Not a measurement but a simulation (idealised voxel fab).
Process module, titled voxel air gaps
Shown is cross-section cut, with a width of 210 nm and square cells of size 5 nm.
Throughout this document, each cross-section is represented as a grid of square cells and is presented as a sequence of bands enumerated from the top downward, where a band comprises one or more rows of cells.
The band entry comprises the height of the band's top followed by the height of its bottom, expressed in nm, and subsequently the band's materials from left to right, each stated together with its width in nm. Where a single material is marked with the word "all across", that material fills the band from edge to edge. The word "blank" represents empty space.
Height is counted from the level 0, under which the received wafer is composed throughout of one material. The lowest of the bands is not closed at the bottom but continues downward, in the notation "0..down".
The expression "30 to 40" gives the width at the extremes of the band, the first number at its top row of cells and the second at its bottom row, with the width changing by equal amounts from each row to the next in between.
The designation "no change occurred", where it is given for a processing step, indicates that no cell of the cross-section was altered in the course of that step.
You'll see "Listed closed voids" listing empty spaces that have no way open to the top, as long as they're 8 cells or more; the notation is width x height at distance, where the distance is from the left edge, and all of it is in nm.
after a step's settings: what the simulator itself notes on the step
overlay nm, on a step with a mask: how far to the right of its planned place the mask lay; to the left if negative
### Planned step list for the process
1. RECEIVE with material Si
2. CONFORMAL_DEP with material SiO2, thk nm 10
3. CONFORMAL_DEP with material SiCN, thk nm 5
4. DIRECTIONAL_DEP with material lowk, thk nm 35
5. MASKED_ETCH with tone open, mask id LINES, width nm 20, pitch nm 50, etch materials lowk, depth nm 35, overlay nm 0
6. CONFORMAL_DEP with material TiN, thk nm 5
7. FILL_DEP with material W, thk nm 5
8. CMP with height nm 50
9. EPI with material Ru, thk nm 10
10. SELECTIVE_ETCH with etch materials lowk, depth nm 45
11. CONFORMAL_DEP with material SiCN, thk nm 5
### Concerning the first of two wafers, which was run in accordance with the plan
### As-received wafer cross-section (after step 1)
	0..down = Si all across
	Listed closed voids: none
### The wafer in cross-section once step 2 is complete
	10..0 = SiO2 all across
	Note: structure below 0 unchanged.
### The wafer in cross-section once step 3 is complete
	15..10 = SiCN all across
	Note: structure below 10 unchanged.
### The wafer in cross-section once step 4 is complete
	50..15 = lowk all across
	Note: structure below 15 unchanged.
### The wafer in cross-section once step 5 is complete
	50..15 = 20 of lowk; 20 of blank; 30 of lowk; 20 of blank; 30 of lowk; 20 of blank; 30 of lowk; 20 of blank; 20 of lowk
	Note: structure below 15 unchanged.
### The wafer in cross-section once step 6 is complete
	55..50 = 25 of TiN; 10 of blank; 40 of TiN; 10 of blank; 40 of TiN; 10 of blank; 40 of TiN; 10 of blank; 25 of TiN
	50..20 = 20 of lowk; 5 of TiN; 10 of blank; 5 of TiN; 30 of lowk; 5 of TiN; 10 of blank; 5 of TiN; 30 of lowk; 5 of TiN; 10 of blank; 5 of TiN; 30 of lowk; 5 of TiN; 10 of blank; 5 of TiN; 20 of lowk
	20..15 = 20 of lowk; 20 of TiN; 30 of lowk; 20 of TiN; 30 of lowk; 20 of TiN; 30 of lowk; 20 of TiN; 20 of lowk
	Note: structure below 15 unchanged.
### The wafer in cross-section once step 7 is complete
	60..55 = W all across
	55..50 = 25 of TiN; 10 of W; 40 of TiN; 10 of W; 40 of TiN; 10 of W; 40 of TiN; 10 of W; 25 of TiN
	50..20 = 20 of lowk; 5 of TiN; 10 of W; 5 of TiN; 30 of lowk; 5 of TiN; 10 of W; 5 of TiN; 30 of lowk; 5 of TiN; 10 of W; 5 of TiN; 30 of lowk; 5 of TiN; 10 of W; 5 of TiN; 20 of lowk
	Note: structure below 20 unchanged.
### The wafer in cross-section once step 8 is complete
	50..20 = 20 of lowk; 5 of TiN; 10 of W; 5 of TiN; 30 of lowk; 5 of TiN; 10 of W; 5 of TiN; 30 of lowk; 5 of TiN; 10 of W; 5 of TiN; 30 of lowk; 5 of TiN; 10 of W; 5 of TiN; 20 of lowk
	Note: structure below 20 unchanged.
### The wafer in cross-section once step 9 is complete
	60..50 = 10 of blank; 40 of Ru; 10 of blank; 40 of Ru; 10 of blank; 40 of Ru; 10 of blank; 40 of Ru; 10 of blank
	Note: structure below 50 unchanged.
### The wafer in cross-section once step 10 is complete
	60..50 = 10 of blank; 40 of Ru; 10 of blank; 40 of Ru; 10 of blank; 40 of Ru; 10 of blank; 40 of Ru; 10 of blank
	50..20 = 20 of blank; 5 of TiN; 10 of W; 5 of TiN; 30 of blank; 5 of TiN; 10 of W; 5 of TiN; 30 of blank; 5 of TiN; 10 of W; 5 of TiN; 30 of blank; 5 of TiN; 10 of W; 5 of TiN; 20 of blank
	20..15 = 20 of blank; 20 of TiN; 30 of blank; 20 of TiN; 30 of blank; 20 of TiN; 30 of blank; 20 of TiN; 20 of blank
	Note: structure below 15 unchanged.
### The wafer in cross-section once step 11 is complete
	65..60 = 5 of blank; 200 of SiCN; 5 of blank
	60..50 = 5 of blank; 5 of SiCN; 40 of Ru; 10 of SiCN; 40 of Ru; 10 of SiCN; 40 of Ru; 10 of SiCN; 40 of Ru; 5 of SiCN; 5 of blank
	50..45 = 5 of blank; 15 of SiCN; 5 of TiN; 10 of W; 5 of TiN; 30 of SiCN; 5 of TiN; 10 of W; 5 of TiN; 30 of SiCN; 5 of TiN; 10 of W; 5 of TiN; 30 of SiCN; 5 of TiN; 10 of W; 5 of TiN; 15 of SiCN; 5 of blank
	45..20 = 15 of blank; 5 of SiCN; 5 of TiN; 10 of W; 5 of TiN; 5 of SiCN; 20 of blank; 5 of SiCN; 5 of TiN; 10 of W; 5 of TiN; 5 of SiCN; 20 of blank; 5 of SiCN; 5 of TiN; 10 of W; 5 of TiN; 5 of SiCN; 20 of blank; 5 of SiCN; 5 of TiN; 10 of W; 5 of TiN; 5 of SiCN; 15 of blank
	20..15 = 20 of SiCN; 20 of TiN; 30 of SiCN; 20 of TiN; 30 of SiCN; 20 of TiN; 30 of SiCN; 20 of TiN; 20 of SiCN
	Note: structure below 15 unchanged.
	Listed closed voids: 20 x 25 at 45; 20 x 25 at 95; 20 x 25 at 145
### Second wafer: same start and same plan as the first, one execution error; identical to the first through step 1
### Second wafer profile in section, at the moment step 2 of the plan was meant to be complete
	5..0 = SiCN all across
	Note: structure below 0 unchanged.
### Second wafer profile in section, at the moment step 3 of the plan was meant to be complete
	15..5 = SiO2 all across
	Note: structure below 5 unchanged.
### Second wafer profile in section, at the moment step 4 of the plan was meant to be complete
	50..15 = lowk all across
	Note: structure below 15 unchanged.
### Second wafer profile in section, at the moment step 5 of the plan was meant to be complete
	50..15 = 20 of lowk; 20 of blank; 30 of lowk; 20 of blank; 30 of lowk; 20 of blank; 30 of lowk; 20 of blank; 20 of lowk
	Note: structure below 15 unchanged.
### Second wafer profile in section, at the moment step 6 of the plan was meant to be complete
	55..50 = 25 of TiN; 10 of blank; 40 of TiN; 10 of blank; 40 of TiN; 10 of blank; 40 of TiN; 10 of blank; 25 of TiN
	50..20 = 20 of lowk; 5 of TiN; 10 of blank; 5 of TiN; 30 of lowk; 5 of TiN; 10 of blank; 5 of TiN; 30 of lowk; 5 of TiN; 10 of blank; 5 of TiN; 30 of lowk; 5 of TiN; 10 of blank; 5 of TiN; 20 of lowk
	20..15 = 20 of lowk; 20 of TiN; 30 of lowk; 20 of TiN; 30 of lowk; 20 of TiN; 30 of lowk; 20 of TiN; 20 of lowk
	Note: structure below 15 unchanged.
### Second wafer profile in section, at the moment step 7 of the plan was meant to be complete
	60..55 = W all across
	55..50 = 25 of TiN; 10 of W; 40 of TiN; 10 of W; 40 of TiN; 10 of W; 40 of TiN; 10 of W; 25 of TiN
	50..20 = 20 of lowk; 5 of TiN; 10 of W; 5 of TiN; 30 of lowk; 5 of TiN; 10 of W; 5 of TiN; 30 of lowk; 5 of TiN; 10 of W; 5 of TiN; 30 of lowk; 5 of TiN; 10 of W; 5 of TiN; 20 of lowk
	Note: structure below 20 unchanged.
### Second wafer profile in section, at the moment step 8 of the plan was meant to be complete
	50..20 = 20 of lowk; 5 of TiN; 10 of W; 5 of TiN; 30 of lowk; 5 of TiN; 10 of W; 5 of TiN; 30 of lowk; 5 of TiN; 10 of W; 5 of TiN; 30 of lowk; 5 of TiN; 10 of W; 5 of TiN; 20 of lowk
	Note: structure below 20 unchanged.
### Second wafer profile in section, at the moment step 9 of the plan was meant to be complete
	60..50 = 10 of blank; 40 of Ru; 10 of blank; 40 of Ru; 10 of blank; 40 of Ru; 10 of blank; 40 of Ru; 10 of blank
	Note: structure below 50 unchanged.
### Second wafer profile in section, at the moment step 10 of the plan was meant to be complete
	60..50 = 10 of blank; 40 of Ru; 10 of blank; 40 of Ru; 10 of blank; 40 of Ru; 10 of blank; 40 of Ru; 10 of blank
	50..20 = 20 of blank; 5 of TiN; 10 of W; 5 of TiN; 30 of blank; 5 of TiN; 10 of W; 5 of TiN; 30 of blank; 5 of TiN; 10 of W; 5 of TiN; 30 of blank; 5 of TiN; 10 of W; 5 of TiN; 20 of blank
	20..15 = 20 of blank; 20 of TiN; 30 of blank; 20 of TiN; 30 of blank; 20 of TiN; 30 of blank; 20 of TiN; 20 of blank
	Note: structure below 15 unchanged.
### Second wafer profile in section, at the moment step 11 of the plan was meant to be complete
	65..60 = 5 of blank; 200 of SiCN; 5 of blank
	60..50 = 5 of blank; 5 of SiCN; 40 of Ru; 10 of SiCN; 40 of Ru; 10 of SiCN; 40 of Ru; 10 of SiCN; 40 of Ru; 5 of SiCN; 5 of blank
	50..45 = 5 of blank; 15 of SiCN; 5 of TiN; 10 of W; 5 of TiN; 30 of SiCN; 5 of TiN; 10 of W; 5 of TiN; 30 of SiCN; 5 of TiN; 10 of W; 5 of TiN; 30 of SiCN; 5 of TiN; 10 of W; 5 of TiN; 15 of SiCN; 5 of blank
	45..20 = 15 of blank; 5 of SiCN; 5 of TiN; 10 of W; 5 of TiN; 5 of SiCN; 20 of blank; 5 of SiCN; 5 of TiN; 10 of W; 5 of TiN; 5 of SiCN; 20 of blank; 5 of SiCN; 5 of TiN; 10 of W; 5 of TiN; 5 of SiCN; 20 of blank; 5 of SiCN; 5 of TiN; 10 of W; 5 of TiN; 5 of SiCN; 15 of blank
	20..15 = 20 of SiCN; 20 of TiN; 30 of SiCN; 20 of TiN; 30 of SiCN; 20 of TiN; 30 of SiCN; 20 of TiN; 20 of SiCN
	Note: structure below 15 unchanged.
	Listed closed voids: 20 x 25 at 45; 20 x 25 at 95; 20 x 25 at 145
Short version of what went wrong: a sequencing error occurred in which plan steps 2 and 3 were transposed
Matching per-material cell counts, mismatched positions: that is how the second wafer compares with the first at the end.
